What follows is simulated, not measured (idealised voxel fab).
The name of this process module is voxel wiring stack.
In the cross-section labelled cut, the width is 235 nm and each square cell is 5 nm.
Cross-sections here: square-cell grids, written as top-down lists of bands, a band being one or more rows of cells.
For a band, the entry starts with two heights in nm, that of the top and then that of the bottom, and carries on with the band's materials in order from left to right, each alongside its width in nm; the word "throughout" beside a single material means it fills the band edge to edge, and "blank" means empty space.
For the purposes of this specification, 0 denotes the height below which the wafer in its as-received condition is composed wholly of one material, and the lowermost band, lacking a lower limit, extends downward without end, as expressed in "0 nm and below".
Width: "30..40" (first number = top row, second number = bottom row, same change from row to row of cells).
Reading "nothing got changed" for a step: not a cell of the cross-section changed in it.
Basically, "Sealed voids" tells you about the enclosed voids: empty spaces with no open way to the top, 8 cells or bigger, each written width x height at distance, where distance is from the left edge, all in nm.
On a step's line, text after the settings is the simulator commenting on that step.
"overlay nm", when on a step's line for a step with a mask, measures how far to the right of its planned place the mask lay; a negative measure means to the left.

[List of planned process steps]
1 RECEIVE,material Si
2 CONFORMAL_DEP,material SiO2,thk nm 15
3 DIRECTIONAL_DEP,material TiN,thk nm 5
4 DIRECTIONAL_DEP,material W,thk nm 15
5 PATTERN,tone cover,mask id METAL_1,material resist,width nm 25,pitch nm 55,thk nm 20,overlay nm 0
6 DIRECTIONAL_ETCH,etch materials W,depth nm 15
7 DIRECTIONAL_ETCH,etch materials TiN,depth nm 5
8 STRIP,etch materials resist
9 CONFORMAL_DEP,material SiN,thk nm 5
10 FILL_DEP,material lowk,thk nm 10
11 CMP,height nm 35
12 CONFORMAL_DEP,material SiCN,thk nm 5
13 DIRECTIONAL_DEP,material SiO2,thk nm 20
14 DIRECTIONAL_DEP,material aC,thk nm 10
15 PATTERN,tone open,mask id PLUG_1,material resist,width nm 15,pitch nm 110,thk nm 30,overlay nm 0
16 DIRECTIONAL_ETCH,etch materials aC,depth nm 10
17 STRIP,etch materials resist
18 DIRECTIONAL_ETCH,etch materials SiO2,depth nm 20
19 DIRECTIONAL_ETCH,etch materials SiCN,depth nm 5
20 STRIP,etch materials aC
21 CONFORMAL_DEP,material TiN,thk nm 5
22 FILL_DEP,material Ru,thk nm 5
23 CMP,height nm 60
24 DIRECTIONAL_DEP,material TiN,thk nm 5
25 DIRECTIONAL_DEP,material Ru,thk nm 25
26 PATTERN,tone cover,mask id METAL_2,material resist,width nm 25,pitch nm 55,thk nm 20,overlay nm 0
27 DIRECTIONAL_ETCH,etch materials Ru,depth nm 25
28 DIRECTIONAL_ETCH,etch materials TiN,depth nm 5
29 STRIP,etch materials resist
30 FILL_DEP,material SiO2,thk nm 5
31 CMP,height nm 90
32 CONFORMAL_DEP,material SiCN,thk nm 5
33 DIRECTIONAL_DEP,material lowk,thk nm 25
34 MASKED_ETCH,tone open,mask id METAL_3_HOLES,width nm 15,pitch nm 110,etch materials lowk,depth nm 25,overlay nm 0
35 PATTERN,tone open,mask id METAL_3,material resist,width nm 25,pitch nm 55,thk nm 20,overlay nm 0
36 DIRECTIONAL_ETCH,etch materials lowk,depth nm 15
37 DIRECTIONAL_ETCH,etch materials SiCN,depth nm 5
38 STRIP,etch materials resist
39 CONFORMAL_DEP,material TiN,thk nm 5
40 FILL_DEP,material Cu,thk nm 10
41 CMP,height nm 120
42 CONFORMAL_DEP,material SiCN,thk nm 5
43 DIRECTIONAL_DEP,material SiO2,thk nm 15
44 PATTERN,tone open,mask id PLUG_3,material resist,width nm 15,pitch nm 55,thk nm 20,overlay nm 0
45 DIRECTIONAL_ETCH,etch materials SiO2,depth nm 15
46 DIRECTIONAL_ETCH,etch materials SiCN,depth nm 5
47 STRIP,etch materials resist
48 EPI,material Ru,thk nm 10
49 EPI,material Ru,thk nm 10
50 CONFORMAL_DEP,material SiCN,thk nm 5
51 DIRECTIONAL_DEP,material lowk,thk nm 15
52 MASKED_ETCH,tone open,mask id METAL_4,width nm 25,pitch nm 55,etch materials lowk,depth nm 15,overlay nm 0
53 MASKED_ETCH,tone open,mask id METAL_4,width nm 25,pitch nm 55,etch materials SiCN,depth nm 5,overlay nm 0
54 CONFORMAL_DEP,material TiN,thk nm 5
55 FILL_DEP,material Cu,thk nm 10
56 CMP,height nm 160
57 EPI,material Ru,thk nm 5
58 FILL_DEP,material SiCN,thk nm 5

[The following pertains to the first of two wafers, which was processed as planned]

[As-received wafer cross-section (after step 1)]
  0 nm and below = Si throughout
  Sealed voids: none

[Cross-section of the wafer after step 2]
  15 nm to 0 nm = SiO2 throughout
  Everything under 0 stays put, no change at all.

[Cross-section of the wafer after step 3]
  20 nm to 15 nm = TiN throughout
  Everything under 15 stays put, no change at all.

[Cross-section of the wafer after step 4]
  35 nm to 20 nm = W throughout
  Everything under 20 stays put, no change at all.

[Cross-section of the wafer after step 5]
  55 nm to 35 nm = blank=20 | resist=25 | blank=30 | resist=25 | blank=30 | resist=25 | blank=30 | resist=25 | blank=25
  Everything under 35 stays put, no change at all.

[Cross-section of the wafer after step 6]
  55 nm to 35 nm = blank=20 | resist=25 | blank=30 | resist=25 | blank=30 | resist=25 | blank=30 | resist=25 | blank=25
  35 nm to 20 nm = blank=20 | W=25 | blank=30 | W=25 | blank=30 | W=25 | blank=30 | W=25 | blank=25
  Everything under 20 stays put, no change at all.

[Cross-section of the wafer after step 7]
  55 nm to 35 nm = blank=20 | resist=25 | blank=30 | resist=25 | blank=30 | resist=25 | blank=30 | resist=25 | blank=25
  35 nm to 20 nm = blank=20 | W=25 | blank=30 | W=25 | blank=30 | W=25 | blank=30 | W=25 | blank=25
  20 nm to 15 nm = blank=20 | TiN=25 | blank=30 | TiN=25 | blank=30 | TiN=25 | blank=30 | TiN=25 | blank=25
  Everything under 15 stays put, no change at all.

[Cross-section of the wafer after step 8]
  35 nm to 20 nm = blank=20 | W=25 | blank=30 | W=25 | blank=30 | W=25 | blank=30 | W=25 | blank=25
  Everything under 20 stays put, no change at all.

[Cross-section of the wafer after step 9]
  40 nm to 35 nm = blank=15 | SiN=35 | blank=20 | SiN=35 | blank=20 | SiN=35 | blank=20 | SiN=35 | blank=20
  35 nm to 20 nm = blank=15 | SiN=5 | W=25 | SiN=5 | blank=20 | SiN=5 | W=25 | SiN=5 | blank=20 | SiN=5 | W=25 | SiN=5 | blank=20 | SiN=5 | W=25 | SiN=5 | blank=20
  20 nm to 15 nm = SiN=20 | TiN=25 | SiN=30 | TiN=25 | SiN=30 | TiN=25 | SiN=30 | TiN=25 | SiN=25
  Everything under 15 stays put, no change at all.

[Cross-section of the wafer after step 10]
  50 nm to 40 nm = lowk throughout
  40 nm to 35 nm = lowk=15 | SiN=35 | lowk=20 | SiN=35 | lowk=20 | SiN=35 | lowk=20 | SiN=35 | lowk=20
  35 nm to 20 nm = lowk=15 | SiN=5 | W=25 | SiN=5 | lowk=20 | SiN=5 | W=25 | SiN=5 | lowk=20 | SiN=5 | W=25 | SiN=5 | lowk=20 | SiN=5 | W=25 | SiN=5 | lowk=20
  Everything under 20 stays put, no change at all.

[Cross-section of the wafer after step 11]
  35 nm to 20 nm = lowk=15 | SiN=5 | W=25 | SiN=5 | lowk=20 | SiN=5 | W=25 | SiN=5 | lowk=20 | SiN=5 | W=25 | SiN=5 | lowk=20 | SiN=5 | W=25 | SiN=5 | lowk=20
  Everything under 20 stays put, no change at all.

[Cross-section of the wafer after step 12]
  40 nm to 35 nm = SiCN throughout
  Everything under 35 stays put, no change at all.

[Cross-section of the wafer after step 13]
  60 nm to 40 nm = SiO2 throughout
  Everything under 40 stays put, no change at all.

[Cross-section of the wafer after step 14]
  70 nm to 60 nm = aC throughout
  Everything under 60 stays put, no change at all.

[Cross-section of the wafer after step 15]
  100 nm to 70 nm = resist=20 | blank=15 | resist=95 | blank=15 | resist=90
  Everything under 70 stays put, no change at all.

[Cross-section of the wafer after step 16]
  90 nm to 70 nm = resist=20 | blank=15 | resist=95 | blank=15 | resist=90
  70 nm to 60 nm = aC=20 | blank=15 | aC=95 | blank=15 | aC=90
  Everything under 60 stays put, no change at all.

[Cross-section of the wafer after step 17]
  70 nm to 60 nm = aC=20 | blank=15 | aC=95 | blank=15 | aC=90
  Everything under 60 stays put, no change at all.

[Cross-section of the wafer after step 18]
  70 nm to 60 nm = aC=20 | blank=15 | aC=95 | blank=15 | aC=90
  60 nm to 40 nm = SiO2=20 | blank=15 | SiO2=95 | blank=15 | SiO2=90
  Everything under 40 stays put, no change at all.

[Cross-section of the wafer after step 19]
  70 nm to 60 nm = aC=20 | blank=15 | aC=95 | blank=15 | aC=90
  60 nm to 40 nm = SiO2=20 | blank=15 | SiO2=95 | blank=15 | SiO2=90
  40 nm to 35 nm = SiCN=20 | blank=15 | SiCN=95 | blank=15 | SiCN=90
  Everything under 35 stays put, no change at all.

[Cross-section of the wafer after step 20]
  60 nm to 40 nm = SiO2=20 | blank=15 | SiO2=95 | blank=15 | SiO2=90
  Everything under 40 stays put, no change at all.

[Cross-section of the wafer after step 21]
  65 nm to 60 nm = TiN=25 | blank=5 | TiN=105 | blank=5 | TiN=95
  60 nm to 40 nm = SiO2=20 | TiN=5 | blank=5 | TiN=5 | SiO2=95 | TiN=5 | blank=5 | TiN=5 | SiO2=90
  40 nm to 35 nm = SiCN=20 | TiN=15 | SiCN=95 | TiN=15 | SiCN=90
  Everything under 35 stays put, no change at all.

[Cross-section of the wafer after step 22]
  70 nm to 65 nm = Ru throughout
  65 nm to 60 nm = TiN=25 | Ru=5 | TiN=105 | Ru=5 | TiN=95
  60 nm to 40 nm = SiO2=20 | TiN=5 | Ru=5 | TiN=5 | SiO2=95 | TiN=5 | Ru=5 | TiN=5 | SiO2=90
  Everything under 40 stays put, no change at all.

[Cross-section of the wafer after step 23]
  60 nm to 40 nm = SiO2=20 | TiN=5 | Ru=5 | TiN=5 | SiO2=95 | TiN=5 | Ru=5 | TiN=5 | SiO2=90
  Everything under 40 stays put, no change at all.

[Cross-section of the wafer after step 24]
  65 nm to 60 nm = TiN throughout
  Everything under 60 stays put, no change at all.

[Cross-section of the wafer after step 25]
  90 nm to 65 nm = Ru throughout
  Everything under 65 stays put, no change at all.

[Cross-section of the wafer after step 26]
  110 nm to 90 nm = blank=20 | resist=25 | blank=30 | resist=25 | blank=30 | resist=25 | blank=30 | resist=25 | blank=25
  Everything under 90 stays put, no change at all.

[Cross-section of the wafer after step 27]
  110 nm to 90 nm = blank=20 | resist=25 | blank=30 | resist=25 | blank=30 | resist=25 | blank=30 | resist=25 | blank=25
  90 nm to 65 nm = blank=20 | Ru=25 | blank=30 | Ru=25 | blank=30 | Ru=25 | blank=30 | Ru=25 | blank=25
  Everything under 65 stays put, no change at all.

[Cross-section of the wafer after step 28]
  110 nm to 90 nm = blank=20 | resist=25 | blank=30 | resist=25 | blank=30 | resist=25 | blank=30 | resist=25 | blank=25
  90 nm to 65 nm = blank=20 | Ru=25 | blank=30 | Ru=25 | blank=30 | Ru=25 | blank=30 | Ru=25 | blank=25
  65 nm to 60 nm = blank=20 | TiN=25 | blank=30 | TiN=25 | blank=30 | TiN=25 | blank=30 | TiN=25 | blank=25
  Everything under 60 stays put, no change at all.

[Cross-section of the wafer after step 29]
  90 nm to 65 nm = blank=20 | Ru=25 | blank=30 | Ru=25 | blank=30 | Ru=25 | blank=30 | Ru=25 | blank=25
  Everything under 65 stays put, no change at all.

[Cross-section of the wafer after step 30]
  95 nm to 90 nm = SiO2 throughout
  90 nm to 65 nm = SiO2=20 | Ru=25 | SiO2=30 | Ru=25 | SiO2=30 | Ru=25 | SiO2=30 | Ru=25 | SiO2=25
  65 nm to 60 nm = SiO2=20 | TiN=25 | SiO2=30 | TiN=25 | SiO2=30 | TiN=25 | SiO2=30 | TiN=25 | SiO2=25
  Everything under 60 stays put, no change at all.

[Cross-section of the wafer after step 31]
  90 nm to 65 nm = SiO2=20 | Ru=25 | SiO2=30 | Ru=25 | SiO2=30 | Ru=25 | SiO2=30 | Ru=25 | SiO2=25
  Everything under 65 stays put, no change at all.

[Cross-section of the wafer after step 32]
  95 nm to 90 nm = SiCN throughout
  Everything under 90 stays put, no change at all.

[Cross-section of the wafer after step 33]
  120 nm to 95 nm = lowk throughout
  Everything under 95 stays put, no change at all.

[Cross-section of the wafer after step 34]
  120 nm to 95 nm = lowk=20 | blank=15 | lowk=95 | blank=15 | lowk=90
  Everything under 95 stays put, no change at all.

[Cross-section of the wafer after step 35]
  140 nm to 120 nm = resist=20 | blank=25 | resist=30 | blank=25 | resist=30 | blank=25 | resist=30 | blank=25 | resist=25
  Everything under 120 stays put, no change at all.

[Cross-section of the wafer after step 36]
  140 nm to 120 nm = resist=20 | blank=25 | resist=30 | blank=25 | resist=30 | blank=25 | resist=30 | blank=25 | resist=25
  120 nm to 105 nm = lowk=20 | blank=25 | lowk=30 | blank=25 | lowk=30 | blank=25 | lowk=30 | blank=25 | lowk=25
  Everything under 105 stays put, no change at all.

[Cross-section of the wafer after step 37]
  140 nm to 120 nm = resist=20 | blank=25 | resist=30 | blank=25 | resist=30 | blank=25 | resist=30 | blank=25 | resist=25
  120 nm to 105 nm = lowk=20 | blank=25 | lowk=30 | blank=25 | lowk=30 | blank=25 | lowk=30 | blank=25 | lowk=25
  105 nm to 95 nm = lowk=20 | blank=15 | lowk=95 | blank=15 | lowk=90
  95 nm to 90 nm = SiCN=20 | blank=15 | SiCN=95 | blank=15 | SiCN=90
  Everything under 90 stays put, no change at all.

[Cross-section of the wafer after step 38]
  120 nm to 105 nm = lowk=20 | blank=25 | lowk=30 | blank=25 | lowk=30 | blank=25 | lowk=30 | blank=25 | lowk=25
  Everything under 105 stays put, no change at all.

[Cross-section of the wafer after step 39]
  125 nm to 120 nm = TiN=25 | blank=15 | TiN=40 | blank=15 | TiN=40 | blank=15 | TiN=40 | blank=15 | TiN=30
  120 nm to 110 nm = lowk=20 | TiN=5 | blank=15 | TiN=5 | lowk=30 | TiN=5 | blank=15 | TiN=5 | lowk=30 | TiN=5 | blank=15 | TiN=5 | lowk=30 | TiN=5 | blank=15 | TiN=5 | lowk=25
  110 nm to 105 nm = lowk=20 | TiN=5 | blank=5 | TiN=15 | lowk=30 | TiN=25 | lowk=30 | TiN=5 | blank=5 | TiN=15 | lowk=30 | TiN=25 | lowk=25
  105 nm to 95 nm = lowk=20 | TiN=5 | blank=5 | TiN=5 | lowk=95 | TiN=5 | blank=5 | TiN=5 | lowk=90
  95 nm to 90 nm = SiCN=20 | TiN=15 | SiCN=95 | TiN=15 | SiCN=90
  Everything under 90 stays put, no change at all.

[Cross-section of the wafer after step 40]
  135 nm to 125 nm = Cu throughout
  125 nm to 120 nm = TiN=25 | Cu=15 | TiN=40 | Cu=15 | TiN=40 | Cu=15 | TiN=40 | Cu=15 | TiN=30
  120 nm to 110 nm = lowk=20 | TiN=5 | Cu=15 | TiN=5 | lowk=30 | TiN=5 | Cu=15 | TiN=5 | lowk=30 | TiN=5 | Cu=15 | TiN=5 | lowk=30 | TiN=5 | Cu=15 | TiN=5 | lowk=25
  110 nm to 105 nm = lowk=20 | TiN=5 | Cu=5 | TiN=15 | lowk=30 | TiN=25 | lowk=30 | TiN=5 | Cu=5 | TiN=15 | lowk=30 | TiN=25 | lowk=25
  105 nm to 95 nm = lowk=20 | TiN=5 | Cu=5 | TiN=5 | lowk=95 | TiN=5 | Cu=5 | TiN=5 | lowk=90
  Everything under 95 stays put, no change at all.

[Cross-section of the wafer after step 41]
  120 nm to 110 nm = lowk=20 | TiN=5 | Cu=15 | TiN=5 | lowk=30 | TiN=5 | Cu=15 | TiN=5 | lowk=30 | TiN=5 | Cu=15 | TiN=5 | lowk=30 | TiN=5 | Cu=15 | TiN=5 | lowk=25
  Everything under 110 stays put, no change at all.

[Cross-section of the wafer after step 42]
  125 nm to 120 nm = SiCN throughout
  Everything under 120 stays put, no change at all.

[Cross-section of the wafer after step 43]
  140 nm to 125 nm = SiO2 throughout
  Everything under 125 stays put, no change at all.

[Cross-section of the wafer after step 44]
  160 nm to 140 nm = resist=20 | blank=15 | resist=40 | blank=15 | resist=40 | blank=15 | resist=40 | blank=15 | resist=35
  Everything under 140 stays put, no change at all.

[Cross-section of the wafer after step 45]
  160 nm to 140 nm = resist=20 | blank=15 | resist=40 | blank=15 | resist=40 | blank=15 | resist=40 | blank=15 | resist=35
  140 nm to 125 nm = SiO2=20 | blank=15 | SiO2=40 | blank=15 | SiO2=40 | blank=15 | SiO2=40 | blank=15 | SiO2=35
  Everything under 125 stays put, no change at all.

[Cross-section of the wafer after step 46]
  160 nm to 140 nm = resist=20 | blank=15 | resist=40 | blank=15 | resist=40 | blank=15 | resist=40 | blank=15 | resist=35
  140 nm to 125 nm = SiO2=20 | blank=15 | SiO2=40 | blank=15 | SiO2=40 | blank=15 | SiO2=40 | blank=15 | SiO2=35
  125 nm to 120 nm = SiCN=20 | blank=15 | SiCN=40 | blank=15 | SiCN=40 | blank=15 | SiCN=40 | blank=15 | SiCN=35
  Everything under 120 stays put, no change at all.

[Cross-section of the wafer after step 47]
  140 nm to 125 nm = SiO2=20 | blank=15 | SiO2=40 | blank=15 | SiO2=40 | blank=15 | SiO2=40 | blank=15 | SiO2=35
  Everything under 125 stays put, no change at all.

[Cross-section of the wafer after step 48]
  140 nm to 130 nm = SiO2=20 | blank=15 | SiO2=40 | blank=15 | SiO2=40 | blank=15 | SiO2=40 | blank=15 | SiO2=35
  130 nm to 125 nm = SiO2=20 | Ru=15 | SiO2=40 | Ru=15 | SiO2=40 | Ru=15 | SiO2=40 | Ru=15 | SiO2=35
  125 nm to 120 nm = SiCN=20 | Ru=15 | SiCN=40 | Ru=15 | SiCN=40 | Ru=15 | SiCN=40 | Ru=15 | SiCN=35
  Everything under 120 stays put, no change at all.

[Cross-section of the wafer after step 49]
  140 nm to 125 nm = SiO2=20 | Ru=15 | SiO2=40 | Ru=15 | SiO2=40 | Ru=15 | SiO2=40 | Ru=15 | SiO2=35
  Everything under 125 stays put, no change at all.

[Cross-section of the wafer after step 50]
  145 nm to 140 nm = SiCN throughout
  Everything under 140 stays put, no change at all.

[Cross-section of the wafer after step 51]
  160 nm to 145 nm = lowk throughout
  Everything under 145 stays put, no change at all.

[Cross-section of the wafer after step 52]
  160 nm to 145 nm = lowk=20 | blank=25 | lowk=30 | blank=25 | lowk=30 | blank=25 | lowk=30 | blank=25 | lowk=25
  Everything under 145 stays put, no change at all.

[Cross-section of the wafer after step 53]
  160 nm to 145 nm = lowk=20 | blank=25 | lowk=30 | blank=25 | lowk=30 | blank=25 | lowk=30 | blank=25 | lowk=25
  145 nm to 140 nm = SiCN=20 | blank=25 | SiCN=30 | blank=25 | SiCN=30 | blank=25 | SiCN=30 | blank=25 | SiCN=25
  Everything under 140 stays put, no change at all.

[Cross-section of the wafer after step 54]
  165 nm to 160 nm = TiN=25 | blank=15 | TiN=40 | blank=15 | TiN=40 | blank=15 | TiN=40 | blank=15 | TiN=30
  160 nm to 145 nm = lowk=20 | TiN=5 | blank=15 | TiN=5 | lowk=30 | TiN=5 | blank=15 | TiN=5 | lowk=30 | TiN=5 | blank=15 | TiN=5 | lowk=30 | TiN=5 | blank=15 | TiN=5 | lowk=25
  145 nm to 140 nm = SiCN=20 | TiN=25 | SiCN=30 | TiN=25 | SiCN=30 | TiN=25 | SiCN=30 | TiN=25 | SiCN=25
  Everything under 140 stays put, no change at all.

[Cross-section of the wafer after step 55]
  175 nm to 165 nm = Cu throughout
  165 nm to 160 nm = TiN=25 | Cu=15 | TiN=40 | Cu=15 | TiN=40 | Cu=15 | TiN=40 | Cu=15 | TiN=30
  160 nm to 145 nm = lowk=20 | TiN=5 | Cu=15 | TiN=5 | lowk=30 | TiN=5 | Cu=15 | TiN=5 | lowk=30 | TiN=5 | Cu=15 | TiN=5 | lowk=30 | TiN=5 | Cu=15 | TiN=5 | lowk=25
  Everything under 145 stays put, no change at all.

[Cross-section of the wafer after step 56]
  160 nm to 145 nm = lowk=20 | TiN=5 | Cu=15 | TiN=5 | lowk=30 | TiN=5 | Cu=15 | TiN=5 | lowk=30 | TiN=5 | Cu=15 | TiN=5 | lowk=30 | TiN=5 | Cu=15 | TiN=5 | lowk=25
  Everything under 145 stays put, no change at all.

[Cross-section of the wafer after step 57]
  165 nm to 160 nm = blank=15 | Ru=35 | blank=20 | Ru=35 | blank=20 | Ru=35 | blank=20 | Ru=35 | blank=20
  Everything under 160 stays put, no change at all.

[Cross-section of the wafer after step 58]
  170 nm to 165 nm = SiCN throughout
  165 nm to 160 nm = SiCN=15 | Ru=35 | SiCN=20 | Ru=35 | SiCN=20 | Ru=35 | SiCN=20 | Ru=35 | SiCN=20
  Everything under 160 stays put, no change at all.

[Regarding the second of the two wafers: it shared the first wafer's starting condition and process plan, yet one error occurred during its execution. Its history coincides with that of the first wafer up to and including step 34]

[At the planned end of step 35, the second wafer in cross-section]
  140 nm to 120 nm = resist=20 | blank=30 | resist=25 | blank=30 | resist=25 | blank=30 | resist=25 | blank=30 | resist=20
  Everything under 120 stays put, no change at all.

[At the planned end of step 36, the second wafer in cross-section]
  140 nm to 120 nm = resist=20 | blank=30 | resist=25 | blank=30 | resist=25 | blank=30 | resist=25 | blank=30 | resist=20
  120 nm to 105 nm = lowk=20 | blank=30 | lowk=25 | blank=30 | lowk=25 | blank=30 | lowk=25 | blank=30 | lowk=20
  Everything under 105 stays put, no change at all.

[At the planned end of step 37, the second wafer in cross-section]
  140 nm to 120 nm = resist=20 | blank=30 | resist=25 | blank=30 | resist=25 | blank=30 | resist=25 | blank=30 | resist=20
  120 nm to 105 nm = lowk=20 | blank=30 | lowk=25 | blank=30 | lowk=25 | blank=30 | lowk=25 | blank=30 | lowk=20
  105 nm to 95 nm = lowk=20 | blank=15 | lowk=95 | blank=15 | lowk=90
  95 nm to 90 nm = SiCN=20 | blank=15 | SiCN=95 | blank=15 | SiCN=90
  Everything under 90 stays put, no change at all.

[At the planned end of step 38, the second wafer in cross-section]
  120 nm to 105 nm = lowk=20 | blank=30 | lowk=25 | blank=30 | lowk=25 | blank=30 | lowk=25 | blank=30 | lowk=20
  Everything under 105 stays put, no change at all.

[At the planned end of step 39, the second wafer in cross-section]
  125 nm to 120 nm = TiN=25 | blank=20 | TiN=35 | blank=20 | TiN=35 | blank=20 | TiN=35 | blank=20 | TiN=25
  120 nm to 110 nm = lowk=20 | TiN=5 | blank=20 | TiN=5 | lowk=25 | TiN=5 | blank=20 | TiN=5 | lowk=25 | TiN=5 | blank=20 | TiN=5 | lowk=25 | TiN=5 | blank=20 | TiN=5 | lowk=20
  110 nm to 105 nm = lowk=20 | TiN=5 | blank=5 | TiN=20 | lowk=25 | TiN=30 | lowk=25 | TiN=5 | blank=5 | TiN=20 | lowk=25 | TiN=30 | lowk=20
  105 nm to 95 nm = lowk=20 | TiN=5 | blank=5 | TiN=5 | lowk=95 | TiN=5 | blank=5 | TiN=5 | lowk=90
  95 nm to 90 nm = SiCN=20 | TiN=15 | SiCN=95 | TiN=15 | SiCN=90
  Everything under 90 stays put, no change at all.

[At the planned end of step 40, the second wafer in cross-section]
  135 nm to 125 nm = Cu throughout
  125 nm to 120 nm = TiN=25 | Cu=20 | TiN=35 | Cu=20 | TiN=35 | Cu=20 | TiN=35 | Cu=20 | TiN=25
  120 nm to 110 nm = lowk=20 | TiN=5 | Cu=20 | TiN=5 | lowk=25 | TiN=5 | Cu=20 | TiN=5 | lowk=25 | TiN=5 | Cu=20 | TiN=5 | lowk=25 | TiN=5 | Cu=20 | TiN=5 | lowk=20
  110 nm to 105 nm = lowk=20 | TiN=5 | Cu=5 | TiN=20 | lowk=25 | TiN=30 | lowk=25 | TiN=5 | Cu=5 | TiN=20 | lowk=25 | TiN=30 | lowk=20
  105 nm to 95 nm = lowk=20 | TiN=5 | Cu=5 | TiN=5 | lowk=95 | TiN=5 | Cu=5 | TiN=5 | lowk=90
  Everything under 95 stays put, no change at all.

[At the planned end of step 41, the second wafer in cross-section]
  120 nm to 110 nm = lowk=20 | TiN=5 | Cu=20 | TiN=5 | lowk=25 | TiN=5 | Cu=20 | TiN=5 | lowk=25 | TiN=5 | Cu=20 | TiN=5 | lowk=25 | TiN=5 | Cu=20 | TiN=5 | lowk=20
  Everything under 110 stays put, no change at all.

[At the planned end of step 42, the second wafer in cross-section]
  125 nm to 120 nm = SiCN throughout
  Everything under 120 stays put, no change at all.

[At the planned end of step 43, the second wafer in cross-section]
  140 nm to 125 nm = SiO2 throughout
  Everything under 125 stays put, no change at all.

[At the planned end of step 44, the second wafer in cross-section]
  160 nm to 140 nm = resist=20 | blank=15 | resist=40 | blank=15 | resist=40 | blank=15 | resist=40 | blank=15 | resist=35
  Everything under 140 stays put, no change at all.

[At the planned end of step 45, the second wafer in cross-section]
  160 nm to 140 nm = resist=20 | blank=15 | resist=40 | blank=15 | resist=40 | blank=15 | resist=40 | blank=15 | resist=35
  140 nm to 125 nm = SiO2=20 | blank=15 | SiO2=40 | blank=15 | SiO2=40 | blank=15 | SiO2=40 | blank=15 | SiO2=35
  Everything under 125 stays put, no change at all.

[At the planned end of step 46, the second wafer in cross-section]
  160 nm to 140 nm = resist=20 | blank=15 | resist=40 | blank=15 | resist=40 | blank=15 | resist=40 | blank=15 | resist=35
  140 nm to 125 nm = SiO2=20 | blank=15 | SiO2=40 | blank=15 | SiO2=40 | blank=15 | SiO2=40 | blank=15 | SiO2=35
  125 nm to 120 nm = SiCN=20 | blank=15 | SiCN=40 | blank=15 | SiCN=40 | blank=15 | SiCN=40 | blank=15 | SiCN=35
  Everything under 120 stays put, no change at all.

[At the planned end of step 47, the second wafer in cross-section]
  140 nm to 125 nm = SiO2=20 | blank=15 | SiO2=40 | blank=15 | SiO2=40 | blank=15 | SiO2=40 | blank=15 | SiO2=35
  Everything under 125 stays put, no change at all.

[At the planned end of step 48, the second wafer in cross-section]
  140 nm to 130 nm = SiO2=20 | blank=15 | SiO2=40 | blank=15 | SiO2=40 | blank=15 | SiO2=40 | blank=15 | SiO2=35
  130 nm to 125 nm = SiO2=20 | Ru=15 | SiO2=40 | Ru=15 | SiO2=40 | Ru=15 | SiO2=40 | Ru=15 | SiO2=35
  125 nm to 120 nm = SiCN=20 | Ru=15 | SiCN=40 | Ru=15 | SiCN=40 | Ru=15 | SiCN=40 | Ru=15 | SiCN=35
  Everything under 120 stays put, no change at all.

[At the planned end of step 49, the second wafer in cross-section]
  140 nm to 125 nm = SiO2=20 | Ru=15 | SiO2=40 | Ru=15 | SiO2=40 | Ru=15 | SiO2=40 | Ru=15 | SiO2=35
  Everything under 125 stays put, no change at all.

[At the planned end of step 50, the second wafer in cross-section]
  145 nm to 140 nm = SiCN throughout
  Everything under 140 stays put, no change at all.

[At the planned end of step 51, the second wafer in cross-section]
  160 nm to 145 nm = lowk throughout
  Everything under 145 stays put, no change at all.

[At the planned end of step 52, the second wafer in cross-section]
  160 nm to 145 nm = lowk=20 | blank=25 | lowk=30 | blank=25 | lowk=30 | blank=25 | lowk=30 | blank=25 | lowk=25
  Everything under 145 stays put, no change at all.

[At the planned end of step 53, the second wafer in cross-section]
  160 nm to 145 nm = lowk=20 | blank=25 | lowk=30 | blank=25 | lowk=30 | blank=25 | lowk=30 | blank=25 | lowk=25
  145 nm to 140 nm = SiCN=20 | blank=25 | SiCN=30 | blank=25 | SiCN=30 | blank=25 | SiCN=30 | blank=25 | SiCN=25
  Everything under 140 stays put, no change at all.

[At the planned end of step 54, the second wafer in cross-section]
  165 nm to 160 nm = TiN=25 | blank=15 | TiN=40 | blank=15 | TiN=40 | blank=15 | TiN=40 | blank=15 | TiN=30
  160 nm to 145 nm = lowk=20 | TiN=5 | blank=15 | TiN=5 | lowk=30 | TiN=5 | blank=15 | TiN=5 | lowk=30 | TiN=5 | blank=15 | TiN=5 | lowk=30 | TiN=5 | blank=15 | TiN=5 | lowk=25
  145 nm to 140 nm = SiCN=20 | TiN=25 | SiCN=30 | TiN=25 | SiCN=30 | TiN=25 | SiCN=30 | TiN=25 | SiCN=25
  Everything under 140 stays put, no change at all.

[At the planned end of step 55, the second wafer in cross-section]
  175 nm to 165 nm = Cu throughout
  165 nm to 160 nm = TiN=25 | Cu=15 | TiN=40 | Cu=15 | TiN=40 | Cu=15 | TiN=40 | Cu=15 | TiN=30
  160 nm to 145 nm = lowk=20 | TiN=5 | Cu=15 | TiN=5 | lowk=30 | TiN=5 | Cu=15 | TiN=5 | lowk=30 | TiN=5 | Cu=15 | TiN=5 | lowk=30 | TiN=5 | Cu=15 | TiN=5 | lowk=25
  Everything under 145 stays put, no change at all.

[At the planned end of step 56, the second wafer in cross-section]
  160 nm to 145 nm = lowk=20 | TiN=5 | Cu=15 | TiN=5 | lowk=30 | TiN=5 | Cu=15 | TiN=5 | lowk=30 | TiN=5 | Cu=15 | TiN=5 | lowk=30 | TiN=5 | Cu=15 | TiN=5 | lowk=25
  Everything under 145 stays put, no change at all.

[At the planned end of step 57, the second wafer in cross-section]
  165 nm to 160 nm = blank=15 | Ru=35 | blank=20 | Ru=35 | blank=20 | Ru=35 | blank=20 | Ru=35 | blank=20
  Everything under 160 stays put, no change at all.

[At the planned end of step 58, the second wafer in cross-section]
  170 nm to 165 nm = SiCN throughout
  165 nm to 160 nm = SiCN=15 | Ru=35 | SiCN=20 | Ru=35 | SiCN=20 | Ru=35 | SiCN=20 | Ru=35 | SiCN=20
  Everything under 160 stays put, no change at all.
Against the plan, the run slipped here: heads up, step 35 didn't go per plan, it actually ran as PATTERN,tone open,mask id METAL_3,material resist,width nm 30,pitch nm 55,thk nm 20,overlay nm 0
at the end the second wafer has, in cells: Cu +8, TiN +4, lowk -12
